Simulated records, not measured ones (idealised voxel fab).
voxel tone inversion: a process module
Section shown: cut. Width: 230 nm. Cell size: 5 nm, square.
Square cells in a grid make up a cross-section in this document, and the grid is given as bands, listed from the top down, each one or more rows of cells. The entry gives the band's vertical extent as a top height and a bottom height in nm, then its horizontal make-up as materials from left to right, each with a width in nm. "air" stands for empty space; a single material marked "edge to edge" fills the band edge to edge. Zero point of the height axis is 0; under it, received wafer = one material. Lowest band: continues down indefinitely, "z 0 and below". Per-row width for "30 to 40": begins at first number (top row of band), ends at second number (bottom row), increment between rows held constant. "no change" for a step: no cell of the cross-section changed in that step. The entry "Enclosed void inventory" lists the empty spaces that cover at least 8 cells and have no open path to the top. Each is written as width x height at distance, where the distance is measured from the left edge and all three values are in nm. On a step's line, text after the settings is the simulator commenting on that step. What "overlay nm" on a step's line means: if the step has a mask, that mask lay this far to the right of its planned place, or, when the value is negative, to the left.

Listed below are the process steps as planned
step 1: RECEIVE, material Si
step 2: CONFORMAL_DEP, material SiCN, thk nm 10
step 3: DIRECTIONAL_DEP, material aC, thk nm 25
step 4: PATTERN, tone cover, mask id POSTS, material resist, width nm 20, pitch nm 35, thk nm 30, overlay nm 0
step 5: DIRECTIONAL_ETCH, etch materials aC, depth nm 25
step 6: STRIP, etch materials resist
step 7: FILL_DEP, material SiO2, thk nm 10
step 8: CMP, height nm 35
step 9: STRIP, etch materials aC

Wafer at receipt (post step 1), cross-section
    z 0 and below  Si edge to edge
    Enclosed void inventory: none

What the wafer looks like in cross-section after this module, when it starts as shown above and follows the plan above but one mistake is made in running it
    z 35 to 25  SiO2 edge to edge
    z 25 to 0  70 nm SiO2, 20 nm aC, 15 nm SiO2, 20 nm aC, 15 nm SiO2, 20 nm aC, 70 nm SiO2
    z 0 and below  Si edge to edge
    Enclosed void inventory: none
what went wrong: step 2 was dropped from the plan's execution and never run
